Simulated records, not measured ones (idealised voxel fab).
process module | voxel transistor to metal
cross-section cut | 190 nm wide | cells 5 nm
A cross-section is a grid of square cells, given in bands from the top down. A band is one or more rows of cells.
Each band's line starts with the height of the band's top and of its bottom, in nm. Then come its materials from left to right, each with its width in nm. One material with "throughout" fills the band from edge to edge. "air" is empty space.
Height 0 is the level under which the wafer as received is all one material. The lowest band goes on downwards, as in "0 down".
A width such as "30 to 40" changes by the same amount from each row of cells to the next, from the band's top row to its bottom row.
"no change" after a step means that no cell of the cross-section changed.
closed voids: empty space of 8 cells or more with no open way to the top, each as width x height at its distance from the left edge, in nm
after a step's settings: what the simulator itself notes on the step
overlay nm, on a step with a mask: how far to the right of its planned place the mask lay; to the left if negative
plan
1 op RECEIVE | material Si
2 op OXIDIZE | depth nm 5
3 op CONFORMAL_DEP | material SiN | thk nm 15
4 op MASKED_ETCH | tone cover | mask id ACTIVE | width nm 105 | etch materials SiN | depth nm 15 | overlay nm 0
5 op MASKED_ETCH | tone cover | mask id ACTIVE | width nm 105 | etch materials SiO2 | depth nm 5 | overlay nm 0
6 op MASKED_ETCH | tone cover | mask id ACTIVE | width nm 105 | etch materials Si | depth nm 30 | overlay nm 0
7 op OXIDIZE | depth nm 5
8 op FILL_DEP | material SiO2 | thk nm 10
9 op CMP | height nm 15
10 op SELECTIVE_ETCH | etch materials SiO2 | depth nm 5
11 op STRIP | etch materials SiN
12 op SELECTIVE_ETCH | etch materials SiO2 | depth nm 5
13 op OXIDIZE | depth nm 5
14 op DIRECTIONAL_DEP | material polySi | thk nm 20
15 op DIRECTIONAL_DEP | material SiCN | thk nm 10
16 op MASKED_ETCH | tone cover | mask id GATE | width nm 15 | etch materials SiCN | depth nm 20 | overlay nm 0
17 op MASKED_ETCH | tone cover | mask id GATE | width nm 15 | etch materials polySi | depth nm 30 | overlay nm 0
18 op CONFORMAL_DEP | material SiO2 | thk nm 5
19 op DIRECTIONAL_ETCH | etch materials SiO2 | depth nm 5
20 op CONFORMAL_DEP | material SiN | thk nm 5
21 op DIRECTIONAL_ETCH | etch materials SiN | depth nm 5
22 op DIRECTIONAL_ETCH | etch materials SiO2 | depth nm 5
23 op DIRECTIONAL_ETCH | etch materials Si | depth nm 15
24 op EPI | material nSi | thk nm 15
25 op FILL_DEP | material SiO2 | thk nm 10
26 op CMP | height nm 25
27 op DIRECTIONAL_DEP | material SiO2 | thk nm 10
28 op DIRECTIONAL_DEP | material aC | thk nm 10
29 op PATTERN | tone open | mask id CONTACT | material resist | width nm 30 | pitch nm 55 | thk nm 30 | overlay nm 0
30 op DIRECTIONAL_ETCH | etch materials aC | depth nm 10
31 op STRIP | etch materials resist
32 op DIRECTIONAL_ETCH | etch materials SiO2 | depth nm 45
33 op STRIP | etch materials aC
34 op CONFORMAL_DEP | material TiN | thk nm 5
35 op FILL_DEP | material W | thk nm 10
36 op CMP | height nm 35
37 op DIRECTIONAL_DEP | material TiN | thk nm 5
38 op DIRECTIONAL_DEP | material Ru | thk nm 15
39 op PATTERN | tone cover | mask id METAL_1 | material resist | width nm 15 | pitch nm 70 | thk nm 20 | overlay nm 0
40 op DIRECTIONAL_ETCH | etch materials Ru | depth nm 15
41 op DIRECTIONAL_ETCH | etch materials TiN | depth nm 5
42 op STRIP | etch materials resist
43 op CONFORMAL_DEP | material SiN | thk nm 5
44 op FILL_DEP | material SiO2 | thk nm 5
45 op CMP | height nm 55
46 op CONFORMAL_DEP | material SiCN | thk nm 5
47 op DIRECTIONAL_DEP | material SiO2 | thk nm 30
48 op DIRECTIONAL_DEP | material aC | thk nm 15
49 op PATTERN | tone open | mask id METAL_2 | material resist | width nm 15 | pitch nm 70 | thk nm 30 | overlay nm 0
50 op DIRECTIONAL_ETCH | etch materials aC | depth nm 15
51 op STRIP | etch materials resist
52 op DIRECTIONAL_ETCH | etch materials SiO2 | depth nm 20
53 op STRIP | etch materials aC
54 op MASKED_ETCH | tone open | mask id METAL_2_HOLES | width nm 15 | pitch nm 70 | etch materials SiO2 | depth nm 10 | overlay nm 0
55 op MASKED_ETCH | tone open | mask id METAL_2_HOLES | width nm 15 | pitch nm 70 | etch materials SiCN | depth nm 5 | overlay nm 0
56 op CONFORMAL_DEP | material TiN | thk nm 5
57 op FILL_DEP | material Cu | thk nm 5
58 op CMP | height nm 90
59 op CONFORMAL_DEP | material SiCN | thk nm 5
first wafer, as planned
as received, after step 1
  0 down: Si throughout
  closed voids: none
after step 2
  0 to -5: SiO2 throughout
  below -5: unchanged
after step 3
  15 to 0: SiN throughout
  below 0: unchanged
after step 4
  15 to 0: air 40 | SiN 105 | air 45
  below 0: unchanged
after step 5
  15 to 0: air 40 | SiN 105 | air 45
  0 to -5: air 40 | SiO2 105 | air 45
  below -5: unchanged
after step 6
  15 to 0: air 40 | SiN 105 | air 45
  0 to -5: air 40 | SiO2 105 | air 45
  -5 to -35: air 40 | Si 105 | air 45
  below -35: unchanged
after step 7
  15 to 0: air 40 | SiN 105 | air 45
  0 to -5: air 40 | SiO2 105 | air 45
  -5 to -35: air 40 | SiO2 5 | Si 95 | SiO2 5 | air 45
  -35 to -40: SiO2 45 | Si 95 | SiO2 50
  below -40: unchanged
after step 8
  25 to 15: SiO2 throughout
  15 to 0: SiO2 40 | SiN 105 | SiO2 45
  0 to -5: SiO2 throughout
  -5 to -40: SiO2 45 | Si 95 | SiO2 50
  below -40: unchanged
after step 9
  15 to 0: SiO2 40 | SiN 105 | SiO2 45
  below 0: unchanged
after step 10
  15 to 10: air 40 | SiN 105 | air 45
  below 10: unchanged
after step 11
  10 to 0: SiO2 40 | air 105 | SiO2 45
  below 0: unchanged
after step 12
  5 to -5: SiO2 35 | air 115 | SiO2 40
  below -5: unchanged
after step 13
  5 to -5: SiO2 35 | air 115 | SiO2 40
  -5 to -10: SiO2 throughout
  below -10: unchanged
after step 14
  25 to 15: polySi 35 | air 115 | polySi 40
  15 to 5: polySi throughout
  5 to -5: SiO2 35 | polySi 115 | SiO2 40
  below -5: unchanged
after step 15
  35 to 25: SiCN 35 | air 115 | SiCN 40
  25 to 15: polySi 35 | SiCN 115 | polySi 40
  below 15: unchanged
after step 16
  25 to 15: polySi 35 | air 50 | SiCN 15 | air 50 | polySi 40
  below 15: unchanged
after step 17
  25 to 15: air 85 | SiCN 15 | air 90
  15 to 5: air 85 | polySi 15 | air 90
  5 to -5: SiO2 35 | air 50 | polySi 15 | air 50 | SiO2 40
  below -5: unchanged
after step 18
  30 to 25: air 80 | SiO2 25 | air 85
  25 to 15: air 80 | SiO2 5 | SiCN 15 | SiO2 5 | air 85
  15 to 10: air 80 | SiO2 5 | polySi 15 | SiO2 5 | air 85
  10 to 0: SiO2 40 | air 40 | SiO2 5 | polySi 15 | SiO2 5 | air 40 | SiO2 45
  0 to -5: SiO2 85 | polySi 15 | SiO2 90
  below -5: unchanged
after step 19
  25 to 15: air 80 | SiO2 5 | SiCN 15 | SiO2 5 | air 85
  15 to 5: air 80 | SiO2 5 | polySi 15 | SiO2 5 | air 85
  5 to -5: SiO2 40 | air 40 | SiO2 5 | polySi 15 | SiO2 5 | air 40 | SiO2 45
  below -5: unchanged
after step 20
  30 to 25: air 75 | SiN 35 | air 80
  25 to 15: air 75 | SiN 5 | SiO2 5 | SiCN 15 | SiO2 5 | SiN 5 | air 80
  15 to 10: air 75 | SiN 5 | SiO2 5 | polySi 15 | SiO2 5 | SiN 5 | air 80
  10 to 5: SiN 45 | air 30 | SiN 5 | SiO2 5 | polySi 15 | SiO2 5 | SiN 5 | air 30 | SiN 50
  5 to 0: SiO2 40 | SiN 5 | air 30 | SiN 5 | SiO2 5 | polySi 15 | SiO2 5 | SiN 5 | air 30 | SiN 5 | SiO2 45
  0 to -5: SiO2 40 | SiN 40 | SiO2 5 | polySi 15 | SiO2 5 | SiN 40 | SiO2 45
  below -5: unchanged
after step 21
  25 to 15: air 75 | SiN 5 | SiO2 5 | SiCN 15 | SiO2 5 | SiN 5 | air 80
  15 to 5: air 75 | SiN 5 | SiO2 5 | polySi 15 | SiO2 5 | SiN 5 | air 80
  5 to -5: SiO2 40 | SiN 5 | air 30 | SiN 5 | SiO2 5 | polySi 15 | SiO2 5 | SiN 5 | air 30 | SiN 5 | SiO2 45
  below -5: unchanged
after step 22
  25 to 20: air 75 | SiN 5 | air 5 | SiCN 15 | air 5 | SiN 5 | air 80
  20 to 15: air 75 | SiN 5 | SiO2 5 | SiCN 15 | SiO2 5 | SiN 5 | air 80
  15 to 5: air 75 | SiN 5 | SiO2 5 | polySi 15 | SiO2 5 | SiN 5 | air 80
  5 to 0: air 40 | SiN 5 | air 30 | SiN 5 | SiO2 5 | polySi 15 | SiO2 5 | SiN 5 | air 30 | SiN 5 | air 45
  0 to -5: SiO2 40 | SiN 5 | air 30 | SiN 5 | SiO2 5 | polySi 15 | SiO2 5 | SiN 5 | air 30 | SiN 5 | SiO2 45
  -5 to -10: SiO2 45 | air 30 | SiO2 35 | air 30 | SiO2 50
  below -10: unchanged
after step 23
  25 to 20: air 75 | SiN 5 | air 5 | SiCN 15 | air 5 | SiN 5 | air 80
  20 to 15: air 75 | SiN 5 | SiO2 5 | SiCN 15 | SiO2 5 | SiN 5 | air 80
  15 to 5: air 75 | SiN 5 | SiO2 5 | polySi 15 | SiO2 5 | SiN 5 | air 80
  5 to 0: air 40 | SiN 5 | air 30 | SiN 5 | SiO2 5 | polySi 15 | SiO2 5 | SiN 5 | air 30 | SiN 5 | air 45
  0 to -5: SiO2 40 | SiN 5 | air 30 | SiN 5 | SiO2 5 | polySi 15 | SiO2 5 | SiN 5 | air 30 | SiN 5 | SiO2 45
  -5 to -10: SiO2 45 | air 30 | SiO2 35 | air 30 | SiO2 50
  -10 to -25: SiO2 45 | air 30 | Si 35 | air 30 | SiO2 50
  below -25: unchanged
after step 24
  25 to 20: air 75 | SiN 5 | air 5 | SiCN 15 | air 5 | SiN 5 | air 80
  20 to 15: air 75 | SiN 5 | SiO2 5 | SiCN 15 | SiO2 5 | SiN 5 | air 80
  15 to 5: air 75 | SiN 5 | SiO2 5 | polySi 15 | SiO2 5 | SiN 5 | air 80
  5 to 0: air 40 | SiN 5 | air 15 | nSi 15 | SiN 5 | SiO2 5 | polySi 15 | SiO2 5 | SiN 5 | nSi 15 | air 15 | SiN 5 | air 45
  0 to -5: SiO2 40 | SiN 5 | air 15 | nSi 15 | SiN 5 | SiO2 5 | polySi 15 | SiO2 5 | SiN 5 | nSi 15 | air 15 | SiN 5 | SiO2 45
  -5 to -10: SiO2 45 | air 15 | nSi 15 | SiO2 35 | nSi 15 | air 15 | SiO2 50
  -10 to -25: SiO2 45 | nSi 30 | Si 35 | nSi 30 | SiO2 50
  below -25: unchanged
after step 25
  35 to 25: SiO2 throughout
  25 to 15: SiO2 75 | SiN 5 | SiO2 5 | SiCN 15 | SiO2 5 | SiN 5 | SiO2 80
  15 to 5: SiO2 75 | SiN 5 | SiO2 5 | polySi 15 | SiO2 5 | SiN 5 | SiO2 80
  5 to -5: SiO2 40 | SiN 5 | SiO2 15 | nSi 15 | SiN 5 | SiO2 5 | polySi 15 | SiO2 5 | SiN 5 | nSi 15 | SiO2 15 | SiN 5 | SiO2 45
  -5 to -10: SiO2 60 | nSi 15 | SiO2 35 | nSi 15 | SiO2 65
  below -10: unchanged
after step 26
  25 to 15: SiO2 75 | SiN 5 | SiO2 5 | SiCN 15 | SiO2 5 | SiN 5 | SiO2 80
  below 15: unchanged
after step 27
  35 to 25: SiO2 throughout
  below 25: unchanged
after step 28
  45 to 35: aC throughout
  below 35: unchanged
after step 29
  75 to 45: resist 50 | air 30 | resist 25 | air 30 | resist 55
  below 45: unchanged
after step 30
  65 to 45: resist 50 | air 30 | resist 25 | air 30 | resist 55
  45 to 35: aC 50 | air 30 | aC 25 | air 30 | aC 55
  below 35: unchanged
after step 31
  45 to 35: aC 50 | air 30 | aC 25 | air 30 | aC 55
  below 35: unchanged
after step 32
  45 to 35: aC 50 | air 30 | aC 25 | air 30 | aC 55
  35 to 25: SiO2 50 | air 30 | SiO2 25 | air 30 | SiO2 55
  25 to 15: SiO2 50 | air 25 | SiN 5 | SiO2 5 | SiCN 15 | SiO2 5 | SiN 5 | air 25 | SiO2 55
  15 to 5: SiO2 50 | air 25 | SiN 5 | SiO2 5 | polySi 15 | SiO2 5 | SiN 5 | air 25 | SiO2 55
  5 to -5: SiO2 40 | SiN 5 | SiO2 5 | air 10 | nSi 15 | SiN 5 | SiO2 5 | polySi 15 | SiO2 5 | SiN 5 | nSi 15 | air 10 | SiO2 5 | SiN 5 | SiO2 45
  -5 to -10: SiO2 50 | air 10 | nSi 15 | SiO2 35 | nSi 15 | air 10 | SiO2 55
  below -10: unchanged
after step 33
  35 to 25: SiO2 50 | air 30 | SiO2 25 | air 30 | SiO2 55
  below 25: unchanged
after step 34
  40 to 35: TiN 55 | air 20 | TiN 35 | air 20 | TiN 60
  35 to 25: SiO2 50 | TiN 5 | air 20 to 15 | TiN 5 to 10 | SiO2 25 | TiN 5 to 10 | air 20 to 15 | TiN 5 | SiO2 55
  25 to 15: SiO2 50 | TiN 5 | air 15 | TiN 5 | SiN 5 | SiO2 5 | SiCN 15 | SiO2 5 | SiN 5 | TiN 5 | air 15 | TiN 5 | SiO2 55
  15 to 10: SiO2 50 | TiN 5 | air 15 | TiN 5 | SiN 5 | SiO2 5 | polySi 15 | SiO2 5 | SiN 5 | TiN 5 | air 15 | TiN 5 | SiO2 55
  10 to 5: SiO2 50 | TiN 25 | SiN 5 | SiO2 5 | polySi 15 | SiO2 5 | SiN 5 | TiN 25 | SiO2 55
  5 to -5: SiO2 40 | SiN 5 | SiO2 5 | TiN 10 | nSi 15 | SiN 5 | SiO2 5 | polySi 15 | SiO2 5 | SiN 5 | nSi 15 | TiN 10 | SiO2 5 | SiN 5 | SiO2 45
  -5 to -10: SiO2 50 | TiN 10 | nSi 15 | SiO2 35 | nSi 15 | TiN 10 | SiO2 55
  below -10: unchanged
after step 35
  50 to 40: W throughout
  40 to 35: TiN 55 | W 20 | TiN 35 | W 20 | TiN 60
  35 to 25: SiO2 50 | TiN 5 | W 20 to 15 | TiN 5 to 10 | SiO2 25 | TiN 5 to 10 | W 20 to 15 | TiN 5 | SiO2 55
  25 to 15: SiO2 50 | TiN 5 | W 15 | TiN 5 | SiN 5 | SiO2 5 | SiCN 15 | SiO2 5 | SiN 5 | TiN 5 | W 15 | TiN 5 | SiO2 55
  15 to 10: SiO2 50 | TiN 5 | W 15 | TiN 5 | SiN 5 | SiO2 5 | polySi 15 | SiO2 5 | SiN 5 | TiN 5 | W 15 | TiN 5 | SiO2 55
  below 10: unchanged
after step 36
  35 to 25: SiO2 50 | TiN 5 | W 20 to 15 | TiN 5 to 10 | SiO2 25 | TiN 5 to 10 | W 20 to 15 | TiN 5 | SiO2 55
  below 25: unchanged
after step 37
  40 to 35: TiN throughout
  below 35: unchanged
after step 38
  55 to 40: Ru throughout
  below 40: unchanged
after step 39
  75 to 55: air 50 | resist 15 | air 55 | resist 15 | air 55
  below 55: unchanged
after step 40
  75 to 55: air 50 | resist 15 | air 55 | resist 15 | air 55
  55 to 40: air 50 | Ru 15 | air 55 | Ru 15 | air 55
  below 40: unchanged
after step 41
  75 to 55: air 50 | resist 15 | air 55 | resist 15 | air 55
  55 to 40: air 50 | Ru 15 | air 55 | Ru 15 | air 55
  40 to 35: air 50 | TiN 15 | air 55 | TiN 15 | air 55
  below 35: unchanged
after step 42
  55 to 40: air 50 | Ru 15 | air 55 | Ru 15 | air 55
  below 40: unchanged
after step 43
  60 to 55: air 45 | SiN 25 | air 45 | SiN 25 | air 50
  55 to 40: air 45 | SiN 5 | Ru 15 | SiN 5 | air 45 | SiN 5 | Ru 15 | SiN 5 | air 50
  40 to 35: SiN 50 | TiN 15 | SiN 55 | TiN 15 | SiN 55
  below 35: unchanged
after step 44
  65 to 60: SiO2 throughout
  60 to 55: SiO2 45 | SiN 25 | SiO2 45 | SiN 25 | SiO2 50
  55 to 40: SiO2 45 | SiN 5 | Ru 15 | SiN 5 | SiO2 45 | SiN 5 | Ru 15 | SiN 5 | SiO2 50
  below 40: unchanged
after step 45
  55 to 40: SiO2 45 | SiN 5 | Ru 15 | SiN 5 | SiO2 45 | SiN 5 | Ru 15 | SiN 5 | SiO2 50
  below 40: unchanged
after step 46
  60 to 55: SiCN throughout
  below 55: unchanged
after step 47
  90 to 60: SiO2 throughout
  below 60: unchanged
after step 48
  105 to 90: aC throughout
  below 90: unchanged
after step 49
  135 to 105: resist 50 | air 15 | resist 55 | air 15 | resist 55
  below 105: unchanged
after step 50
  120 to 105: resist 50 | air 15 | resist 55 | air 15 | resist 55
  105 to 90: aC 50 | air 15 | aC 55 | air 15 | aC 55
  below 90: unchanged
after step 51
  105 to 90: aC 50 | air 15 | aC 55 | air 15 | aC 55
  below 90: unchanged
after step 52
  105 to 90: aC 50 | air 15 | aC 55 | air 15 | aC 55
  90 to 70: SiO2 50 | air 15 | SiO2 55 | air 15 | SiO2 55
  below 70: unchanged
after step 53
  90 to 70: SiO2 50 | air 15 | SiO2 55 | air 15 | SiO2 55
  below 70: unchanged
after step 54
  90 to 60: SiO2 50 | air 15 | SiO2 55 | air 15 | SiO2 55
  below 60: unchanged
after step 55
  90 to 60: SiO2 50 | air 15 | SiO2 55 | air 15 | SiO2 55
  60 to 55: SiCN 50 | air 15 | SiCN 55 | air 15 | SiCN 55
  below 55: unchanged
after step 56
  95 to 90: TiN 55 | air 5 | TiN 65 | air 5 | TiN 60
  90 to 60: SiO2 50 | TiN 5 | air 5 | TiN 5 | SiO2 55 | TiN 5 | air 5 | TiN 5 | SiO2 55
  60 to 55: SiCN 50 | TiN 15 | SiCN 55 | TiN 15 | SiCN 55
  below 55: unchanged
after step 57
  100 to 95: Cu throughout
  95 to 90: TiN 55 | Cu 5 | TiN 65 | Cu 5 | TiN 60
  90 to 60: SiO2 50 | TiN 5 | Cu 5 | TiN 5 | SiO2 55 | TiN 5 | Cu 5 | TiN 5 | SiO2 55
  below 60: unchanged
after step 58
  90 to 60: SiO2 50 | TiN 5 | Cu 5 | TiN 5 | SiO2 55 | TiN 5 | Cu 5 | TiN 5 | SiO2 55
  below 60: unchanged
after step 59
  95 to 90: SiCN throughout
  below 90: unchanged
second wafer: like start, like plan, one mistake. Through step 15 it matches the first wafer
when step 16 should have ended
  35 to 25: SiCN 35 | air 115 | SiCN 40
  25 to 15: polySi 35 | SiCN 50 | air 15 | SiCN 50 | polySi 40
  below 15: unchanged
when step 17 should have ended: no change
when step 18 should have ended
  40 to 35: SiO2 40 | air 105 | SiO2 45
  35 to 25: SiCN 35 | SiO2 5 to 55 | air 105 to 5 | SiO2 5 to 55 | SiCN 40
  25 to 20: polySi 35 | SiCN 50 | SiO2 5 | air 5 | SiO2 5 | SiCN 50 | polySi 40
  20 to 15: polySi 35 | SiCN 50 | SiO2 15 | SiCN 50 | polySi 40
  below 15: unchanged
when step 19 should have ended
  35 to 25: SiCN 35 | SiO2 5 | air 105 | SiO2 5 | SiCN 40
  25 to 15: polySi 35 | SiCN 50 | SiO2 5 | air 5 | SiO2 5 | SiCN 50 | polySi 40
  below 15: unchanged
when step 20 should have ended
  40 to 35: SiN 45 | air 95 | SiN 50
  35 to 30: SiCN 35 | SiO2 5 | SiN 5 | air 95 | SiN 5 | SiO2 5 | SiCN 40
  30 to 25: SiCN 35 | SiO2 5 | SiN 105 | SiO2 5 | SiCN 40
  25 to 15: polySi 35 | SiCN 50 | SiO2 5 | SiN 5 | SiO2 5 | SiCN 50 | polySi 40
  below 15: unchanged
when step 21 should have ended
  35 to 25: SiCN 35 | SiO2 5 | SiN 5 | air 95 | SiN 5 | SiO2 5 | SiCN 40
  below 25: unchanged
when step 22 should have ended
  35 to 30: SiCN 35 | air 5 | SiN 5 | air 95 | SiN 5 | air 5 | SiCN 40
  30 to 25: SiCN 35 | SiO2 5 | SiN 5 | air 95 | SiN 5 | SiO2 5 | SiCN 40
  25 to 20: polySi 35 | SiCN 50 | air 5 | SiN 5 | air 5 | SiCN 50 | polySi 40
  below 20: unchanged
when step 23 should have ended: no change
when step 24 should have ended: no change
when step 25 should have ended
  45 to 35: SiO2 throughout
  35 to 25: SiCN 35 | SiO2 5 | SiN 5 | SiO2 95 | SiN 5 | SiO2 5 | SiCN 40
  25 to 15: polySi 35 | SiCN 50 | SiO2 5 | SiN 5 | SiO2 5 | SiCN 50 | polySi 40
  below 15: unchanged
when step 26 should have ended
  25 to 15: polySi 35 | SiCN 50 | SiO2 5 | SiN 5 | SiO2 5 | SiCN 50 | polySi 40
  below 15: unchanged
when step 27 should have ended
  35 to 25: SiO2 throughout
  below 25: unchanged
when step 28 should have ended
  45 to 35: aC throughout
  below 35: unchanged
when step 29 should have ended
  75 to 45: resist 50 | air 30 | resist 25 | air 30 | resist 55
  below 45: unchanged
when step 30 should have ended
  65 to 45: resist 50 | air 30 | resist 25 | air 30 | resist 55
  45 to 35: aC 50 | air 30 | aC 25 | air 30 | aC 55
  below 35: unchanged
when step 31 should have ended
  45 to 35: aC 50 | air 30 | aC 25 | air 30 | aC 55
  below 35: unchanged
when step 32 should have ended
  45 to 35: aC 50 | air 30 | aC 25 | air 30 | aC 55
  35 to 25: SiO2 50 | air 30 | SiO2 25 | air 30 | SiO2 55
  below 25: unchanged
when step 33 should have ended
  35 to 25: SiO2 50 | air 30 | SiO2 25 | air 30 | SiO2 55
  below 25: unchanged
when step 34 should have ended
  40 to 35: TiN 55 | air 20 | TiN 35 | air 20 | TiN 60
  35 to 30: SiO2 50 | TiN 5 | air 20 | TiN 5 | SiO2 25 | TiN 5 | air 20 | TiN 5 | SiO2 55
  30 to 25: SiO2 50 | TiN 30 | SiO2 25 | TiN 30 | SiO2 55
  below 25: unchanged
when step 35 should have ended
  50 to 40: W throughout
  40 to 35: TiN 55 | W 20 | TiN 35 | W 20 | TiN 60
  35 to 30: SiO2 50 | TiN 5 | W 20 | TiN 5 | SiO2 25 | TiN 5 | W 20 | TiN 5 | SiO2 55
  below 30: unchanged
when step 36 should have ended
  35 to 30: SiO2 50 | TiN 5 | W 20 | TiN 5 | SiO2 25 | TiN 5 | W 20 | TiN 5 | SiO2 55
  below 30: unchanged
when step 37 should have ended
  40 to 35: TiN throughout
  below 35: unchanged
when step 38 should have ended
  55 to 40: Ru throughout
  below 40: unchanged
when step 39 should have ended
  75 to 55: air 50 | resist 15 | air 55 | resist 15 | air 55
  below 55: unchanged
when step 40 should have ended
  75 to 55: air 50 | resist 15 | air 55 | resist 15 | air 55
  55 to 40: air 50 | Ru 15 | air 55 | Ru 15 | air 55
  below 40: unchanged
when step 41 should have ended
  75 to 55: air 50 | resist 15 | air 55 | resist 15 | air 55
  55 to 40: air 50 | Ru 15 | air 55 | Ru 15 | air 55
  40 to 35: air 50 | TiN 15 | air 55 | TiN 15 | air 55
  below 35: unchanged
when step 42 should have ended
  55 to 40: air 50 | Ru 15 | air 55 | Ru 15 | air 55
  below 40: unchanged
when step 43 should have ended
  60 to 55: air 45 | SiN 25 | air 45 | SiN 25 | air 50
  55 to 40: air 45 | SiN 5 | Ru 15 | SiN 5 | air 45 | SiN 5 | Ru 15 | SiN 5 | air 50
  40 to 35: SiN 50 | TiN 15 | SiN 55 | TiN 15 | SiN 55
  below 35: unchanged
when step 44 should have ended
  65 to 60: SiO2 throughout
  60 to 55: SiO2 45 | SiN 25 | SiO2 45 | SiN 25 | SiO2 50
  55 to 40: SiO2 45 | SiN 5 | Ru 15 | SiN 5 | SiO2 45 | SiN 5 | Ru 15 | SiN 5 | SiO2 50
  below 40: unchanged
when step 45 should have ended
  55 to 40: SiO2 45 | SiN 5 | Ru 15 | SiN 5 | SiO2 45 | SiN 5 | Ru 15 | SiN 5 | SiO2 50
  below 40: unchanged
when step 46 should have ended
  60 to 55: SiCN throughout
  below 55: unchanged
when step 47 should have ended
  90 to 60: SiO2 throughout
  below 60: unchanged
when step 48 should have ended
  105 to 90: aC throughout
  below 90: unchanged
when step 49 should have ended
  135 to 105: resist 50 | air 15 | resist 55 | air 15 | resist 55
  below 105: unchanged
when step 50 should have ended
  120 to 105: resist 50 | air 15 | resist 55 | air 15 | resist 55
  105 to 90: aC 50 | air 15 | aC 55 | air 15 | aC 55
  below 90: unchanged
when step 51 should have ended
  105 to 90: aC 50 | air 15 | aC 55 | air 15 | aC 55
  below 90: unchanged
when step 52 should have ended
  105 to 90: aC 50 | air 15 | aC 55 | air 15 | aC 55
  90 to 70: SiO2 50 | air 15 | SiO2 55 | air 15 | SiO2 55
  below 70: unchanged
when step 53 should have ended
  90 to 70: SiO2 50 | air 15 | SiO2 55 | air 15 | SiO2 55
  below 70: unchanged
when step 54 should have ended
  90 to 60: SiO2 50 | air 15 | SiO2 55 | air 15 | SiO2 55
  below 60: unchanged
when step 55 should have ended
  90 to 60: SiO2 50 | air 15 | SiO2 55 | air 15 | SiO2 55
  60 to 55: SiCN 50 | air 15 | SiCN 55 | air 15 | SiCN 55
  below 55: unchanged
when step 56 should have ended
  95 to 90: TiN 55 | air 5 | TiN 65 | air 5 | TiN 60
  90 to 60: SiO2 50 | TiN 5 | air 5 | TiN 5 | SiO2 55 | TiN 5 | air 5 | TiN 5 | SiO2 55
  60 to 55: SiCN 50 | TiN 15 | SiCN 55 | TiN 15 | SiCN 55
  below 55: unchanged
when step 57 should have ended
  100 to 95: Cu throughout
  95 to 90: TiN 55 | Cu 5 | TiN 65 | Cu 5 | TiN 60
  90 to 60: SiO2 50 | TiN 5 | Cu 5 | TiN 5 | SiO2 55 | TiN 5 | Cu 5 | TiN 5 | SiO2 55
  below 60: unchanged
when step 58 should have ended
  90 to 60: SiO2 50 | TiN 5 | Cu 5 | TiN 5 | SiO2 55 | TiN 5 | Cu 5 | TiN 5 | SiO2 55
  below 60: unchanged
when step 59 should have ended
  95 to 90: SiCN throughout
  below 90: unchanged
what went wrong: step 16 ran as: op MASKED_ETCH | tone open | mask id GATE | width nm 15 | etch materials SiCN | depth nm 20 | overlay nm 0
at the end the second wafer has, in cells: 36 more of Si | 34 more of SiCN | 14 fewer of SiN | 90 fewer of SiO2 | 28 fewer of TiN | 24 fewer of W | 54 fewer of nSi | 140 more of polySi
